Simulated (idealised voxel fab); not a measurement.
The document below concerns the process module designated voxel wiring stack.
This is section cut - it's 270 nm across, gridded in 5 nm square cells.
Reading order for cross-sections: top band down to bottom band. Underlying form: a grid of square cells. Band size: one or more rows of cells. What a band's entry tells you: where the top is and where the bottom is, as heights in nm, and after that what lies inside, material by material from left to right, each with its width in nm. Empty space is written as the word "blank", and a single material marked with the word "full width" occupies the band from edge to edge. Where do heights start? At 0: under that level the wafer as delivered is made of one material only. And the lowest band has no floor; it just carries on downward, as in "z 0 and below". The two numbers in a width such as "30 to 40" mark its ends across the band: the first belongs to the top row of cells, the second to the bottom row, and from each row to the next the width moves by the same amount. "changes: none" for a step: no cell of the cross-section changed in that step. Sealed cavities: empty space of 8 cells or more with no open way to the top, each as width x height at its distance from the left edge, in nm. after a step's settings: what the simulator itself notes on the step. The optional step-line setting "overlay nm" applies to steps with a mask and quantifies how far to the right of its planned location the mask lay, a negative value indicating leftward placement. Note: before/after cross-section pairs follow, one process step per pair, after-side truncated at the lowest changed band, step and settings given beneath. Different runs of this module on the same starting wafer may supply the pairs; a pair continues the one above only where the "Status before step" entry says so.

Status before step
    z 55 to 40 | Ru full width
    z 40 to 35 | SiCN full width
    z 35 to 15 | 90 SiO2  5 SiCN  25 W  5 SiCN  20 SiO2  5 SiCN  25 W  5 SiCN  90 SiO2
    z 15 to 10 | 95 SiCN  25 TiN  30 SiCN  25 TiN  95 SiCN
    z 10 to 0 | SiO2 full width
    z 0 and below | Si full width
    Sealed cavities: none

Result of Step
    z 70 to 55 | aC full width
    Below a height of 55, the structure has not been altered.
    Sealed cavities: none
Which process step falls between the two cross-sections above? DIRECTIONAL_DEP | material aC | thk nm 15

Status before step: The initial state for this step is given by the after cross-section of the immediately preceding pair.

Result of Step
    z 100 to 70 | 95 resist  15 blank  40 resist  15 blank  105 resist
    Below a height of 70, the structure has not been altered.
    Sealed cavities: none
Which process step falls between the two cross-sections above? PATTERN | tone open | mask id PLUG_1 | material resist | width nm 15 | pitch nm 55 | thk nm 30 | overlay nm 0

Status before step: The initial state for this step is given by the after cross-section of the immediately preceding pair.

Result of Step
    z 85 to 70 | 95 resist  15 blank  40 resist  15 blank  105 resist
    z 70 to 55 | 95 aC  15 blank  40 aC  15 blank  105 aC
    Below a height of 55, the structure has not been altered.
    Sealed cavities: none
Which process step falls between the two cross-sections above? DIRECTIONAL_ETCH | etch materials aC | depth nm 15

Status before step: The initial state for this step is given by the after cross-section of the immediately preceding pair.

Result of Step
    z 70 to 55 | 95 aC  15 blank  40 aC  15 blank  105 aC
    Below a height of 55, the structure has not been altered.
    Sealed cavities: none
Which process step falls between the two cross-sections above? STRIP | etch materials resist

Status before step: The initial state for this step is given by the after cross-section of the immediately preceding pair.

Result of Step
    z 55 to 40 | Ru full width
    Below a height of 40, the structure has not been altered.
    Sealed cavities: none
Which process step falls between the two cross-sections above? STRIP | etch materials aC

Status before step: The initial state for this step is given by the after cross-section of the immediately preceding pair.

Result of Step
    z 60 to 55 | TiN full width
    Below a height of 55, the structure has not been altered.
    Sealed cavities: none
Which process step falls between the two cross-sections above? CONFORMAL_DEP | material TiN | thk nm 5

Status before step: The initial state for this step is given by the after cross-section of the immediately preceding pair.

Result of Step
    z 70 to 60 | Cu full width
    Below a height of 60, the structure has not been altered.
    Sealed cavities: none
Which process step falls between the two cross-sections above? FILL_DEP | material Cu | thk nm 10

Status before step: The initial state for this step is given by the after cross-section of the immediately preceding pair.

Result of Step
    z 55 to 40 | Ru full width
    Below a height of 40, the structure has not been altered.
    Sealed cavities: none
Which process step falls between the two cross-sections above? CMP | height nm 55

Status before step: The initial state for this step is given by the after cross-section of the immediately preceding pair.

Result of Step
    z 60 to 55 | TiN full width
    Below a height of 55, the structure has not been altered.
    Sealed cavities: none
Which process step falls between the two cross-sections above? DIRECTIONAL_DEP | material TiN | thk nm 5

Status before step: The initial state for this step is given by the after cross-section of the immediately preceding pair.

Result of Step
    z 80 to 60 | Ru full width
    Below a height of 60, the structure has not been altered.
    Sealed cavities: none
Which process step falls between the two cross-sections above? DIRECTIONAL_DEP | material Ru | thk nm 20

Status before step: The initial state for this step is given by the after cross-section of the immediately preceding pair.

Result of Step
    z 95 to 80 | aC full width
    Below a height of 80, the structure has not been altered.
    Sealed cavities: none
Which process step falls between the two cross-sections above? DIRECTIONAL_DEP | material aC | thk nm 15

Status before step: The initial state for this step is given by the after cross-section of the immediately preceding pair.

Result of Step
    z 130 to 95 | 95 blank  25 resist  30 blank  25 resist  95 blank
    Below a height of 95, the structure has not been altered.
    Sealed cavities: none
Which process step falls between the two cross-sections above? PATTERN | tone cover | mask id METAL_2 | material resist | width nm 25 | pitch nm 55 | thk nm 35 | overlay nm 0

Status before step: The initial state for this step is given by the after cross-section of the immediately preceding pair.

Result of Step
    z 115 to 95 | 95 blank  25 resist  30 blank  25 resist  95 blank
    z 95 to 80 | 95 blank  25 aC  30 blank  25 aC  95 blank
    Below a height of 80, the structure has not been altered.
    Sealed cavities: none
Which process step falls between the two cross-sections above? DIRECTIONAL_ETCH | etch materials aC | depth nm 15

Status before step: The initial state for this step is given by the after cross-section of the immediately preceding pair.

Result of Step
    z 95 to 80 | 95 blank  25 aC  30 blank  25 aC  95 blank
    Below a height of 80, the structure has not been altered.
    Sealed cavities: none
Which process step falls between the two cross-sections above? STRIP | etch materials resist

Status before step: The initial state for this step is given by the after cross-section of the immediately preceding pair.

Result of Step
    z 95 to 80 | 95 blank  25 aC  30 blank  25 aC  95 blank
    z 80 to 60 | 95 blank  25 Ru  30 blank  25 Ru  95 blank
    Below a height of 60, the structure has not been altered.
    Sealed cavities: none
Which process step falls between the two cross-sections above? DIRECTIONAL_ETCH | etch materials Ru | depth nm 20

Status before step: The initial state for this step is given by the after cross-section of the immediately preceding pair.

Result of Step
    z 95 to 80 | 95 blank  25 aC  30 blank  25 aC  95 blank
    z 80 to 60 | 95 blank  25 Ru  30 blank  25 Ru  95 blank
    z 60 to 55 | 95 blank  25 TiN  30 blank  25 TiN  95 blank
    Below a height of 55, the structure has not been altered.
    Sealed cavities: none
Which process step falls between the two cross-sections above? DIRECTIONAL_ETCH | etch materials TiN | depth nm 5

Status before step: The initial state for this step is given by the after cross-section of the immediately preceding pair.

Result of Step
    z 80 to 60 | 95 blank  25 Ru  30 blank  25 Ru  95 blank
    Below a height of 60, the structure has not been altered.
    Sealed cavities: none
Which process step falls between the two cross-sections above? STRIP | etch materials aC

Status before step: The initial state for this step is given by the after cross-section of the immediately preceding pair.

Result of Step
    z 85 to 80 | SiO2 full width
    z 80 to 60 | 95 SiO2  25 Ru  30 SiO2  25 Ru  95 SiO2
    z 60 to 55 | 95 SiO2  25 TiN  30 SiO2  25 TiN  95 SiO2
    Below a height of 55, the structure has not been altered.
    Sealed cavities: none
Which process step falls between the two cross-sections above? FILL_DEP | material SiO2 | thk nm 5

Status before step: The initial state for this step is given by the after cross-section of the immediately preceding pair.

Result of Step
    z 80 to 60 | 95 SiO2  25 Ru  30 SiO2  25 Ru  95 SiO2
    Below a height of 60, the structure has not been altered.
    Sealed cavities: none
Which process step falls between the two cross-sections above? CMP | height nm 80

Status before step: The initial state for this step is given by the after cross-section of the immediately preceding pair.

Result of Step
    z 85 to 80 | SiCN full width
    Below a height of 80, the structure has not been altered.
    Sealed cavities: none
Which process step falls between the two cross-sections above? CONFORMAL_DEP | material SiCN | thk nm 5

Status before step: The initial state for this step is given by the after cross-section of the immediately preceding pair.

Result of Step
    z 115 to 85 | lowk full width
    Below a height of 85, the structure has not been altered.
    Sealed cavities: none
Which process step falls between the two cross-sections above? DIRECTIONAL_DEP | material lowk | thk nm 30

Status before step: The initial state for this step is given by the after cross-section of the immediately preceding pair.

Result of Step
    z 135 to 115 | 95 resist  25 blank  30 resist  25 blank  95 resist
    Below a height of 115, the structure has not been altered.
    Sealed cavities: none
Which process step falls between the two cross-sections above? PATTERN | tone open | mask id METAL_3 | material resist | width nm 25 | pitch nm 55 | thk nm 20 | overlay nm 0

Status before step: The initial state for this step is given by the after cross-section of the immediately preceding pair.

Result of Step
    z 135 to 115 | 95 resist  25 blank  30 resist  25 blank  95 resist
    z 115 to 100 | 95 lowk  25 blank  30 lowk  25 blank  95 lowk
    Below a height of 100, the structure has not been altered.
    Sealed cavities: none
Which process step falls between the two cross-sections above? DIRECTIONAL_ETCH | etch materials lowk | depth nm 15

Status before step: The initial state for this step is given by the after cross-section of the immediately preceding pair.

Result of Step
    z 115 to 100 | 95 lowk  25 blank  30 lowk  25 blank  95 lowk
    Below a height of 100, the structure has not been altered.
    Sealed cavities: none
Which process step falls between the two cross-sections above? STRIP | etch materials resist

Status before step: The initial state for this step is given by the after cross-section of the immediately preceding pair.

Result of Step
    z 130 to 115 | 95 aC  25 blank  30 aC  25 blank  95 aC
    z 115 to 100 | 95 lowk  25 aC  30 lowk  25 aC  95 lowk
    Below a height of 100, the structure has not been altered.
    Sealed cavities: none
Which process step falls between the two cross-sections above? DIRECTIONAL_DEP | material aC | thk nm 15

Status before step: The initial state for this step is given by the after cross-section of the immediately preceding pair.

Result of Step
    z 165 to 130 | 95 resist  15 blank  160 resist
    z 130 to 115 | 95 aC  15 blank  10 resist  30 aC  25 resist  95 aC
    Below a height of 115, the structure has not been altered.
    Sealed cavities: none
Which process step falls between the two cross-sections above? PATTERN | tone open | mask id METAL_3_HOLES | material resist | width nm 15 | thk nm 35 | overlay nm 0

Status before step: The initial state for this step is given by the after cross-section of the immediately preceding pair.

Result of Step
    z 150 to 130 | 95 resist  15 blank  160 resist
    z 130 to 115 | 95 aC  15 blank  10 resist  30 aC  25 resist  95 aC
    z 115 to 100 | 95 lowk  15 blank  10 aC  30 lowk  25 aC  95 lowk
    Below a height of 100, the structure has not been altered.
    Sealed cavities: none
Which process step falls between the two cross-sections above? DIRECTIONAL_ETCH | etch materials aC | depth nm 15

Status before step: The initial state for this step is given by the after cross-section of the immediately preceding pair.

Result of Step
    z 130 to 115 | 95 aC  25 blank  30 aC  25 blank  95 aC
    Below a height of 115, the structure has not been altered.
    Sealed cavities: none
Which process step falls between the two cross-sections above? STRIP | etch materials resist

Status before step: The initial state for this step is given by the after cross-section of the immediately preceding pair.

Result of Step
    z 130 to 115 | 95 aC  25 blank  30 aC  25 blank  95 aC
    z 115 to 100 | 95 lowk  15 blank  10 aC  30 lowk  25 aC  95 lowk
    z 100 to 85 | 95 lowk  15 blank  160 lowk
    Below a height of 85, the structure has not been altered.
    Sealed cavities: none
Which process step falls between the two cross-sections above? DIRECTIONAL_ETCH | etch materials lowk | depth nm 15

Status before step: The initial state for this step is given by the after cross-section of the immediately preceding pair.

Result of Step
    z 130 to 115 | 95 aC  25 blank  30 aC  25 blank  95 aC
    z 115 to 100 | 95 lowk  15 blank  10 aC  30 lowk  25 aC  95 lowk
    z 100 to 85 | 95 lowk  15 blank  160 lowk
    z 85 to 80 | 95 SiCN  15 blank  160 SiCN
    Below a height of 80, the structure has not been altered.
    Sealed cavities: none
Which process step falls between the two cross-sections above? DIRECTIONAL_ETCH | etch materials SiCN | depth nm 5

Status before step: The initial state for this step is given by the after cross-section of the immediately preceding pair.

Result of Step
    z 115 to 100 | 95 lowk  25 blank  30 lowk  25 blank  95 lowk
    Below a height of 100, the structure has not been altered.
    Sealed cavities: none
Which process step falls between the two cross-sections above? STRIP | etch materials aC

Status before step: The initial state for this step is given by the after cross-section of the immediately preceding pair.

Result of Step
    z 120 to 115 | 100 TiN  15 blank  40 TiN  15 blank  100 TiN
    z 115 to 105 | 95 lowk  5 TiN  15 blank  5 TiN  30 lowk  5 TiN  15 blank  5 TiN  95 lowk
    z 105 to 100 | 95 lowk  5 TiN  5 blank  15 TiN  30 lowk  25 TiN  95 lowk
    z 100 to 85 | 95 lowk  5 TiN  5 blank  5 TiN  160 lowk
    z 85 to 80 | 95 SiCN  15 TiN  160 SiCN
    Below a height of 80, the structure has not been altered.
    Sealed cavities: none
Which process step falls between the two cross-sections above? CONFORMAL_DEP | material TiN | thk nm 5

Status before step: The initial state for this step is given by the after cross-section of the immediately preceding pair.

Result of Step
    z 130 to 120 | Cu full width
    z 120 to 115 | 100 TiN  15 Cu  40 TiN  15 Cu  100 TiN
    z 115 to 105 | 95 lowk  5 TiN  15 Cu  5 TiN  30 lowk  5 TiN  15 Cu  5 TiN  95 lowk
    z 105 to 100 | 95 lowk  5 TiN  5 Cu  15 TiN  30 lowk  25 TiN  95 lowk
    z 100 to 85 | 95 lowk  5 TiN  5 Cu  5 TiN  160 lowk
    Below a height of 85, the structure has not been altered.
    Sealed cavities: none
Which process step falls between the two cross-sections above? FILL_DEP | material Cu | thk nm 10

Status before step: The initial state for this step is given by the after cross-section of the immediately preceding pair.

Result of Step
    z 115 to 105 | 95 lowk  5 TiN  15 Cu  5 TiN  30 lowk  5 TiN  15 Cu  5 TiN  95 lowk
    Below a height of 105, the structure has not been altered.
    Sealed cavities: none
Which process step falls between the two cross-sections above? CMP | height nm 115

Status before step: The initial state for this step is given by the after cross-section of the immediately preceding pair.

Result of Step
    z 120 to 115 | SiN full width
    Below a height of 115, the structure has not been altered.
    Sealed cavities: none
Which process step falls between the two cross-sections above? CONFORMAL_DEP | material SiN | thk nm 5

Status before step
    z 130 to 115 | 95 aC  25 blank  30 aC  25 blank  95 aC
    z 115 to 100 | 95 lowk  25 aC  30 lowk  25 aC  95 lowk
    z 100 to 85 | lowk full width
    z 85 to 80 | SiCN full width
    z 80 to 60 | 95 SiO2  25 Ru  30 SiO2  25 Ru  95 SiO2
    z 60 to 55 | 95 SiO2  25 TiN  30 SiO2  25 TiN  95 SiO2
    z 55 to 40 | 95 lowk  5 TiN  5 Cu  5 TiN  40 lowk  5 TiN  5 Cu  5 TiN  105 lowk
    z 40 to 35 | 95 SiCN  15 TiN  40 SiCN  15 TiN  105 SiCN
    z 35 to 15 | 90 SiO2  5 SiCN  25 W  5 SiCN  20 SiO2  5 SiCN  25 W  5 SiCN  90 SiO2
    z 15 to 10 | 95 SiCN  25 TiN  30 SiCN  25 TiN  95 SiCN
    z 10 to 0 | SiO2 full width
    z 0 and below | Si full width
    Sealed cavities: none

Result of Step
    z 165 to 130 | 95 blank  15 resist  160 blank
    z 130 to 115 | 95 aC  15 resist  10 blank  30 aC  25 blank  95 aC
    Below a height of 115, the structure has not been altered.
    Sealed cavities: none
Which process step falls between the two cross-sections above? PATTERN | tone cover | mask id METAL_3_HOLES | material resist | width nm 15 | thk nm 35 | overlay nm 0

Status before step: The initial state for this step is given by the after cross-section of the immediately preceding pair.

Result of Step
    z 150 to 115 | 95 blank  15 resist  160 blank
    z 115 to 100 | 95 lowk  15 aC  10 blank  30 lowk  25 blank  95 lowk
    Below a height of 100, the structure has not been altered.
    Sealed cavities: none
Which process step falls between the two cross-sections above? DIRECTIONAL_ETCH | etch materials aC | depth nm 15

Status before step: The initial state for this step is given by the after cross-section of the immediately preceding pair.

Result of Step
    z 115 to 100 | 95 lowk  15 aC  10 blank  30 lowk  25 blank  95 lowk
    Below a height of 100, the structure has not been altered.
    Sealed cavities: none
Which process step falls between the two cross-sections above? STRIP | etch materials resist

Status before step: The initial state for this step is given by the after cross-section of the immediately preceding pair.

Result of Step
    z 115 to 100 | 95 blank  15 aC  160 blank
    z 100 to 85 | 110 lowk  10 blank  30 lowk  25 blank  95 lowk
    Below a height of 85, the structure has not been altered.
    Sealed cavities: none
Which process step falls between the two cross-sections above? DIRECTIONAL_ETCH | etch materials lowk | depth nm 15

Status before step: The initial state for this step is given by the after cross-section of the immediately preceding pair.

Result of Step
    z 115 to 100 | 95 blank  15 aC  160 blank
    z 100 to 85 | 110 lowk  10 blank  30 lowk  25 blank  95 lowk
    z 85 to 80 | 110 SiCN  10 blank  30 SiCN  25 blank  95 SiCN
    Below a height of 80, the structure has not been altered.
    Sealed cavities: none
Which process step falls between the two cross-sections above? DIRECTIONAL_ETCH | etch materials SiCN | depth nm 5

Status before step: The initial state for this step is given by the after cross-section of the immediately preceding pair.

Result of Step
    z 100 to 85 | 110 lowk  10 blank  30 lowk  25 blank  95 lowk
    Below a height of 85, the structure has not been altered.
    Sealed cavities: none
Which process step falls between the two cross-sections above? STRIP | etch materials aC

Status before step: The initial state for this step is given by the after cross-section of the immediately preceding pair.

Result of Step
    z 105 to 100 | 155 TiN  15 blank  100 TiN
    z 100 to 85 | 110 lowk  10 TiN  30 lowk  5 TiN  15 blank  5 TiN  95 lowk
    z 85 to 80 | 110 SiCN  10 TiN  30 SiCN  25 TiN  95 SiCN
    Below a height of 80, the structure has not been altered.
    Sealed cavities: none
Which process step falls between the two cross-sections above? CONFORMAL_DEP | material TiN | thk nm 5

Status before step: The initial state for this step is given by the after cross-section of the immediately preceding pair.

Result of Step
    z 115 to 105 | Cu full width
    z 105 to 100 | 155 TiN  15 Cu  100 TiN
    z 100 to 85 | 110 lowk  10 TiN  30 lowk  5 TiN  15 Cu  5 TiN  95 lowk
    Below a height of 85, the structure has not been altered.
    Sealed cavities: none
Which process step falls between the two cross-sections above? FILL_DEP | material Cu | thk nm 10

Status before step: The initial state for this step is given by the after cross-section of the immediately preceding pair.

Result of Step
    z 120 to 115 | SiN full width
    Below a height of 115, the structure has not been altered.
    Sealed cavities: none
Which process step falls between the two cross-sections above? CONFORMAL_DEP | material SiN | thk nm 5
